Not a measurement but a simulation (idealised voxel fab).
Module name: voxel self aligned contacts (process module)
The figure presents cross-section cut, which has a width of 235 nm and is divided into square cells with an edge length of 5 nm.
Heads up, the way a cross-section reads in here is a grid of square cells, handed over as bands from the top down, with every band being one or more rows of cells. Per band: top height and bottom height in nm, followed by the left-to-right materials and their widths in nm; "everywhere" marks a single material spanning edge to edge, "air" marks empty space. Heights are measured from 0, the level below which the as-received wafer is all one material; the lowest band has no bottom and continues downward, written as in "0 nm and below". It should be noted that a width expressed as "30->40" varies in equal increments from row to row of cells within the band, taking the value of the first number at the top row and that of the second number at the bottom row. "same as before" after a step means that no cell of the cross-section changed. Basically, "Closed empty spaces" tells you about the enclosed voids: empty spaces with no open way to the top, 8 cells or bigger, each written width x height at distance, where distance is from the left edge, all in nm. Past the settings on a step's line: simulator remark, on that step. Among the settings permitted on a step's line is "overlay nm"; applied to a step with a mask, it specifies the extent to which the mask lay to the right of its planned position, whereas a negative figure signifies a position to the left.
[These are the steps we planned for the process]
1: RECEIVE | material Si
2: CONFORMAL_DEP | material SiO2 | thk nm 5
3: DIRECTIONAL_DEP | material polySi | thk nm 20
4: DIRECTIONAL_DEP | material SiN | thk nm 20
5: DIRECTIONAL_DEP | material aC | thk nm 10
6: PATTERN | tone cover | mask id GATE | material resist | width nm 35 | pitch nm 75 | thk nm 25 | overlay nm 0
7: DIRECTIONAL_ETCH | etch materials aC | depth nm 10
8: STRIP | etch materials resist
9: DIRECTIONAL_ETCH | etch materials SiN | depth nm 20
10: DIRECTIONAL_ETCH | etch materials polySi | depth nm 20
11: STRIP | etch materials aC
12: CONFORMAL_DEP | material SiN | thk nm 10
13: DIRECTIONAL_ETCH | etch materials SiN | depth nm 10
14: FILL_DEP | material SiO2 | thk nm 20
15: CMP | height nm 55
16: PATTERN | tone open | mask id CONTACT | material resist | width nm 60 | pitch nm 75 | thk nm 15 | overlay nm 0
17: DIRECTIONAL_ETCH | etch materials SiO2 | depth nm 55
18: STRIP | etch materials resist
19: CONFORMAL_DEP | material TiN | thk nm 5
20: FILL_DEP | material W | thk nm 5
21: CMP | height nm 55
22: CONFORMAL_DEP | material SiN | thk nm 5
[Below: the first of two wafers, run as planned]
[As-received state of the wafer in cross-section, equivalent to post-step 1]
  0 nm and below  Si everywhere
  Closed empty spaces: none
[Take a look at the wafer's cross-section after step 2]
  5 nm to 0 nm  SiO2 everywhere
  Everything under 0 stays put, no change at all.
[Take a look at the wafer's cross-section after step 3]
  25 nm to 5 nm  polySi everywhere
  Everything under 5 stays put, no change at all.
[Take a look at the wafer's cross-section after step 4]
  45 nm to 25 nm  SiN everywhere
  Everything under 25 stays put, no change at all.
[Take a look at the wafer's cross-section after step 5]
  55 nm to 45 nm  aC everywhere
  Everything under 45 stays put, no change at all.
[Take a look at the wafer's cross-section after step 6]
  80 nm to 55 nm  air 25, resist 35, air 40, resist 35, air 40, resist 35, air 25
  Everything under 55 stays put, no change at all.
[Take a look at the wafer's cross-section after step 7]
  70 nm to 55 nm  air 25, resist 35, air 40, resist 35, air 40, resist 35, air 25
  55 nm to 45 nm  air 25, aC 35, air 40, aC 35, air 40, aC 35, air 25
  Everything under 45 stays put, no change at all.
[Take a look at the wafer's cross-section after step 8]
  55 nm to 45 nm  air 25, aC 35, air 40, aC 35, air 40, aC 35, air 25
  Everything under 45 stays put, no change at all.
[Take a look at the wafer's cross-section after step 9]
  55 nm to 45 nm  air 25, aC 35, air 40, aC 35, air 40, aC 35, air 25
  45 nm to 25 nm  air 25, SiN 35, air 40, SiN 35, air 40, SiN 35, air 25
  Everything under 25 stays put, no change at all.
[Take a look at the wafer's cross-section after step 10]
  55 nm to 45 nm  air 25, aC 35, air 40, aC 35, air 40, aC 35, air 25
  45 nm to 25 nm  air 25, SiN 35, air 40, SiN 35, air 40, SiN 35, air 25
  25 nm to 5 nm  air 25, polySi 35, air 40, polySi 35, air 40, polySi 35, air 25
  Everything under 5 stays put, no change at all.
[Take a look at the wafer's cross-section after step 11]
  45 nm to 25 nm  air 25, SiN 35, air 40, SiN 35, air 40, SiN 35, air 25
  Everything under 25 stays put, no change at all.
[Take a look at the wafer's cross-section after step 12]
  55 nm to 25 nm  air 15, SiN 55, air 20, SiN 55, air 20, SiN 55, air 15
  25 nm to 15 nm  air 15, SiN 10, polySi 35, SiN 10, air 20, SiN 10, polySi 35, SiN 10, air 20, SiN 10, polySi 35, SiN 10, air 15
  15 nm to 5 nm  SiN 25, polySi 35, SiN 40, polySi 35, SiN 40, polySi 35, SiN 25
  Everything under 5 stays put, no change at all.
[Take a look at the wafer's cross-section after step 13]
  45 nm to 25 nm  air 15, SiN 55, air 20, SiN 55, air 20, SiN 55, air 15
  25 nm to 5 nm  air 15, SiN 10, polySi 35, SiN 10, air 20, SiN 10, polySi 35, SiN 10, air 20, SiN 10, polySi 35, SiN 10, air 15
  Everything under 5 stays put, no change at all.
[Take a look at the wafer's cross-section after step 14]
  65 nm to 45 nm  SiO2 everywhere
  45 nm to 25 nm  SiO2 15, SiN 55, SiO2 20, SiN 55, SiO2 20, SiN 55, SiO2 15
  25 nm to 5 nm  SiO2 15, SiN 10, polySi 35, SiN 10, SiO2 20, SiN 10, polySi 35, SiN 10, SiO2 20, SiN 10, polySi 35, SiN 10, SiO2 15
  Everything under 5 stays put, no change at all.
[Take a look at the wafer's cross-section after step 15]
  55 nm to 45 nm  SiO2 everywhere
  Everything under 45 stays put, no change at all.
[Take a look at the wafer's cross-section after step 16]
  70 nm to 55 nm  resist 50, air 60, resist 15, air 60, resist 50
  Everything under 55 stays put, no change at all.
[Take a look at the wafer's cross-section after step 17]
  70 nm to 55 nm  resist 50, air 60, resist 15, air 60, resist 50
  55 nm to 45 nm  SiO2 50, air 60, SiO2 15, air 60, SiO2 50
  45 nm to 25 nm  SiO2 15, SiN 55, air 20, SiN 55, air 20, SiN 55, SiO2 15
  25 nm to 5 nm  SiO2 15, SiN 10, polySi 35, SiN 10, air 20, SiN 10, polySi 35, SiN 10, air 20, SiN 10, polySi 35, SiN 10, SiO2 15
  5 nm to 0 nm  SiO2 70, air 20, SiO2 55, air 20, SiO2 70
  Everything under 0 stays put, no change at all.
[Take a look at the wafer's cross-section after step 18]
  55 nm to 45 nm  SiO2 50, air 60, SiO2 15, air 60, SiO2 50
  Everything under 45 stays put, no change at all.
[Take a look at the wafer's cross-section after step 19]
  60 nm to 55 nm  TiN 55, air 50, TiN 25, air 50, TiN 55
  55 nm to 45 nm  SiO2 50, TiN 5->25, air 50->10, TiN 5->25, SiO2 15, TiN 5->25, air 50->10, TiN 5->25, SiO2 50
  45 nm to 25 nm  SiO2 15, SiN 55, TiN 5, air 10, TiN 5, SiN 55, TiN 5, air 10, TiN 5, SiN 55, SiO2 15
  25 nm to 5 nm  SiO2 15, SiN 10, polySi 35, SiN 10, TiN 5, air 10, TiN 5, SiN 10, polySi 35, SiN 10, TiN 5, air 10, TiN 5, SiN 10, polySi 35, SiN 10, SiO2 15
  5 nm to 0 nm  SiO2 70, TiN 20, SiO2 55, TiN 20, SiO2 70
  Everything under 0 stays put, no change at all.
[Take a look at the wafer's cross-section after step 20]
  65 nm to 60 nm  W everywhere
  60 nm to 55 nm  TiN 55, W 50, TiN 25, W 50, TiN 55
  55 nm to 45 nm  SiO2 50, TiN 5->25, W 50->10, TiN 5->25, SiO2 15, TiN 5->25, W 50->10, TiN 5->25, SiO2 50
  45 nm to 25 nm  SiO2 15, SiN 55, TiN 5, W 10, TiN 5, SiN 55, TiN 5, W 10, TiN 5, SiN 55, SiO2 15
  25 nm to 5 nm  SiO2 15, SiN 10, polySi 35, SiN 10, TiN 5, W 10, TiN 5, SiN 10, polySi 35, SiN 10, TiN 5, W 10, TiN 5, SiN 10, polySi 35, SiN 10, SiO2 15
  Everything under 5 stays put, no change at all.
[Take a look at the wafer's cross-section after step 21]
  55 nm to 45 nm  SiO2 50, TiN 5->25, W 50->10, TiN 5->25, SiO2 15, TiN 5->25, W 50->10, TiN 5->25, SiO2 50
  Everything under 45 stays put, no change at all.
[Take a look at the wafer's cross-section after step 22]
  60 nm to 55 nm  SiN everywhere
  Everything under 55 stays put, no change at all.
[Wafer two. Identical start, identical plan. One mistake in execution. Identical history through step 3]
[Cross-section: second wafer, time at which step 4 was scheduled to end]
  65 nm to 25 nm  SiN everywhere
  Everything under 25 stays put, no change at all.
[Cross-section: second wafer, time at which step 5 was scheduled to end]
  75 nm to 65 nm  aC everywhere
  Everything under 65 stays put, no change at all.
[Cross-section: second wafer, time at which step 6 was scheduled to end]
  100 nm to 75 nm  air 25, resist 35, air 40, resist 35, air 40, resist 35, air 25
  Everything under 75 stays put, no change at all.
[Cross-section: second wafer, time at which step 7 was scheduled to end]
  90 nm to 75 nm  air 25, resist 35, air 40, resist 35, air 40, resist 35, air 25
  75 nm to 65 nm  air 25, aC 35, air 40, aC 35, air 40, aC 35, air 25
  Everything under 65 stays put, no change at all.
[Cross-section: second wafer, time at which step 8 was scheduled to end]
  75 nm to 65 nm  air 25, aC 35, air 40, aC 35, air 40, aC 35, air 25
  Everything under 65 stays put, no change at all.
[Cross-section: second wafer, time at which step 9 was scheduled to end]
  75 nm to 65 nm  air 25, aC 35, air 40, aC 35, air 40, aC 35, air 25
  65 nm to 45 nm  air 25, SiN 35, air 40, SiN 35, air 40, SiN 35, air 25
  Everything under 45 stays put, no change at all.
Cross-section: second wafer, time at which step 10 was scheduled to end: same as before
[Cross-section: second wafer, time at which step 11 was scheduled to end]
  65 nm to 45 nm  air 25, SiN 35, air 40, SiN 35, air 40, SiN 35, air 25
  Everything under 45 stays put, no change at all.
[Cross-section: second wafer, time at which step 12 was scheduled to end]
  75 nm to 55 nm  air 15, SiN 55, air 20, SiN 55, air 20, SiN 55, air 15
  55 nm to 25 nm  SiN everywhere
  Everything under 25 stays put, no change at all.
[Cross-section: second wafer, time at which step 13 was scheduled to end]
  65 nm to 45 nm  air 15, SiN 55, air 20, SiN 55, air 20, SiN 55, air 15
  Everything under 45 stays put, no change at all.
[Cross-section: second wafer, time at which step 14 was scheduled to end]
  85 nm to 65 nm  SiO2 everywhere
  65 nm to 45 nm  SiO2 15, SiN 55, SiO2 20, SiN 55, SiO2 20, SiN 55, SiO2 15
  Everything under 45 stays put, no change at all.
[Cross-section: second wafer, time at which step 15 was scheduled to end]
  55 nm to 45 nm  SiO2 15, SiN 55, SiO2 20, SiN 55, SiO2 20, SiN 55, SiO2 15
  Everything under 45 stays put, no change at all.
[Cross-section: second wafer, time at which step 16 was scheduled to end]
  70 nm to 55 nm  resist 50, air 60, resist 15, air 60, resist 50
  Everything under 55 stays put, no change at all.
[Cross-section: second wafer, time at which step 17 was scheduled to end]
  70 nm to 55 nm  resist 50, air 60, resist 15, air 60, resist 50
  55 nm to 45 nm  SiO2 15, SiN 55, air 20, SiN 55, air 20, SiN 55, SiO2 15
  Everything under 45 stays put, no change at all.
[Cross-section: second wafer, time at which step 18 was scheduled to end]
  55 nm to 45 nm  SiO2 15, SiN 55, air 20, SiN 55, air 20, SiN 55, SiO2 15
  Everything under 45 stays put, no change at all.
[Cross-section: second wafer, time at which step 19 was scheduled to end]
  60 nm to 55 nm  TiN 75, air 10, TiN 65, air 10, TiN 75
  55 nm to 50 nm  SiO2 15, SiN 55, TiN 5, air 10, TiN 5, SiN 55, TiN 5, air 10, TiN 5, SiN 55, SiO2 15
  50 nm to 45 nm  SiO2 15, SiN 55, TiN 20, SiN 55, TiN 20, SiN 55, SiO2 15
  Everything under 45 stays put, no change at all.
[Cross-section: second wafer, time at which step 20 was scheduled to end]
  65 nm to 60 nm  W everywhere
  60 nm to 55 nm  TiN 75, W 10, TiN 65, W 10, TiN 75
  55 nm to 50 nm  SiO2 15, SiN 55, TiN 5, W 10, TiN 5, SiN 55, TiN 5, W 10, TiN 5, SiN 55, SiO2 15
  Everything under 50 stays put, no change at all.
[Cross-section: second wafer, time at which step 21 was scheduled to end]
  55 nm to 50 nm  SiO2 15, SiN 55, TiN 5, W 10, TiN 5, SiN 55, TiN 5, W 10, TiN 5, SiN 55, SiO2 15
  Everything under 50 stays put, no change at all.
[Cross-section: second wafer, time at which step 22 was scheduled to end]
  60 nm to 55 nm  SiN everywhere
  Everything under 55 stays put, no change at all.
Which mistake was made when the wafer was run? step 4 in the plan was executed twice
The second wafer ends with more or fewer cells of some materials than the first, per final count: SiN +74, SiO2 -74, TiN -52, W -52, polySi +104
